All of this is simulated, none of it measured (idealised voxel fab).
voxel gate over fins: a process module
Square cells of 5 nm make up the cross-section cut, whose width is 215 nm.
The cross-sections in this document take the form of a grid made of square cells. They are written out as bands, in order from top to bottom. Each band consists of one or more rows of cells. First you get the band's top height and its bottom height, in nm, and then the materials it's made of, left to right, with each width in nm. If you see a single material with "all across", that one covers the band edge to edge. "blank" is empty space. Heights are expressed relative to 0, this being the level below which the as-received wafer comprises one material exclusively. The lowest band is unbounded in the downward direction and is denoted as in "from 0 down". Quick explanation for "30->40": the width changes in equal steps down the rows of cells, from the first number in the band's top row to the second number in its bottom row. "no alteration", as given for a step, is the statement that not any cell of the cross-section underwent a change during that step. "Fully closed voids" means: voids of 8 cells or more that are shut off from the top with no open way through. Written width x height at distance, distance from the left edge, in nm. Step line, after settings: the simulator's comment on this step. A step line may carry the setting "overlay nm", which, for steps involving a mask, states the distance by which the mask lay to the right of its intended position; negative values denote displacement to the left.
## Intended process steps
1,RECEIVE [material Si]
2,CONFORMAL_DEP [material SiN] [thk nm 5]
3,PATTERN [tone cover] [mask id FINS] [material resist] [width nm 15] [pitch nm 50] [thk nm 20] [overlay nm 0]
4,DIRECTIONAL_ETCH [etch materials SiN] [depth nm 5]
5,DIRECTIONAL_ETCH [etch materials Si] [depth nm 40]
6,STRIP [etch materials resist]
7,FILL_DEP [material SiO2] [thk nm 5]
8,CMP [height nm 5]
9,PATTERN [tone open] [mask id RAIL] [material resist] [width nm 15] [thk nm 20] [overlay nm 0]
10,DIRECTIONAL_ETCH [etch materials SiO2] [depth nm 40]
11,STRIP [etch materials resist]
12,CONFORMAL_DEP [material TiN] [thk nm 5]
13,FILL_DEP [material Ru] [thk nm 10]
14,CMP [height nm 5]
15,SELECTIVE_ETCH [etch materials W Ru TiN] [depth nm 25]
16,FILL_DEP [material SiO2] [thk nm 5]
17,CMP [height nm 5]
18,SELECTIVE_ETCH [etch materials SiO2] [depth nm 15]
19,STRIP [etch materials SiN]
20,CONFORMAL_DEP [material HfO2] [thk nm 5]
21,CONFORMAL_DEP [material TiN] [thk nm 5]
22,CONFORMAL_DEP [material TiAl] [thk nm 5]
23,CONFORMAL_DEP [material TiN] [thk nm 5]
24,FILL_DEP [material W] [thk nm 10]
25,CMP [height nm 25]
26,CONFORMAL_DEP [material SiN] [thk nm 5]
## Cross-section of the wafer as it came to us, i.e., already through step 1
> from 0 down: Si all across
> Fully closed voids: none
## Figure: cross-sectional view of the wafer upon completion of the module, processed from the initial state and according to the plan depicted above, with one error introduced during execution
> from 30 to 25: SiN all across
> from 25 to 20: W all across
> from 20 to 15: W 5 nm  TiN 205 nm  W 5 nm
> from 15 to 10: W 5 nm  TiN 5 nm  TiAl 45 nm  TiN 5 nm  TiAl 45 nm  TiN 5 nm  TiAl 45 nm  TiN 5 nm  TiAl 45 nm  TiN 5 nm  W 5 nm
> from 10 to 5: TiN 10 nm  TiAl 5 nm  TiN 35 nm  TiAl 5 nm  TiN 5 nm  TiAl 5 nm  TiN 35 nm  TiAl 5 nm  TiN 5 nm  TiAl 5 nm  TiN 35 nm  TiAl 5 nm  TiN 5 nm  TiAl 5 nm  TiN 35 nm  TiAl 5 nm  TiN 10 nm
> from 5 to 0: TiAl 15 nm  TiN 5 nm  HfO2 25 nm  TiN 5 nm  TiAl 15 nm  TiN 5 nm  HfO2 25 nm  TiN 5 nm  TiAl 15 nm  TiN 5 nm  HfO2 25 nm  TiN 5 nm  TiAl 15 nm  TiN 5 nm  HfO2 25 nm  TiN 5 nm  TiAl 15 nm
> from 0 to -5: TiN 20 nm  HfO2 5 nm  Si 15 nm  HfO2 5 nm  TiN 25 nm  HfO2 5 nm  Si 15 nm  HfO2 5 nm  TiN 25 nm  HfO2 5 nm  Si 15 nm  HfO2 5 nm  TiN 25 nm  HfO2 5 nm  Si 15 nm  HfO2 5 nm  TiN 20 nm
> from -5 to -10: HfO2 25 nm  Si 15 nm  HfO2 35 nm  Si 15 nm  HfO2 35 nm  Si 15 nm  HfO2 35 nm  Si 15 nm  HfO2 25 nm
> from -10 to -20: SiO2 25 nm  Si 15 nm  SiO2 35 nm  Si 15 nm  SiO2 35 nm  Si 15 nm  SiO2 35 nm  Si 15 nm  SiO2 25 nm
> from -20 to -30: Ru 20 nm  TiN 5 nm  Si 15 nm  TiN 10 nm  SiO2 15 nm  TiN 10 nm  Si 15 nm  TiN 5 nm  Ru 25 nm  TiN 5 nm  Si 15 nm  TiN 5 nm  Ru 25 nm  TiN 5 nm  Si 15 nm  TiN 5 nm  Ru 20 nm
> from -30 to -35: TiN 25 nm  Si 15 nm  TiN 10 nm  SiO2 15 nm  TiN 10 nm  Si 15 nm  TiN 35 nm  Si 15 nm  TiN 35 nm  Si 15 nm  TiN 25 nm
> from -35 to -40: SiO2 25 nm  Si 15 nm  SiO2 35 nm  Si 15 nm  SiO2 35 nm  Si 15 nm  SiO2 35 nm  Si 15 nm  SiO2 25 nm
> from -40 down: Si all across
> Fully closed voids: none
Run error: step 9 ran with different settings than intended, the actual operation and settings being PATTERN [tone cover] [mask id RAIL] [material resist] [width nm 15] [thk nm 20] [overlay nm 0]
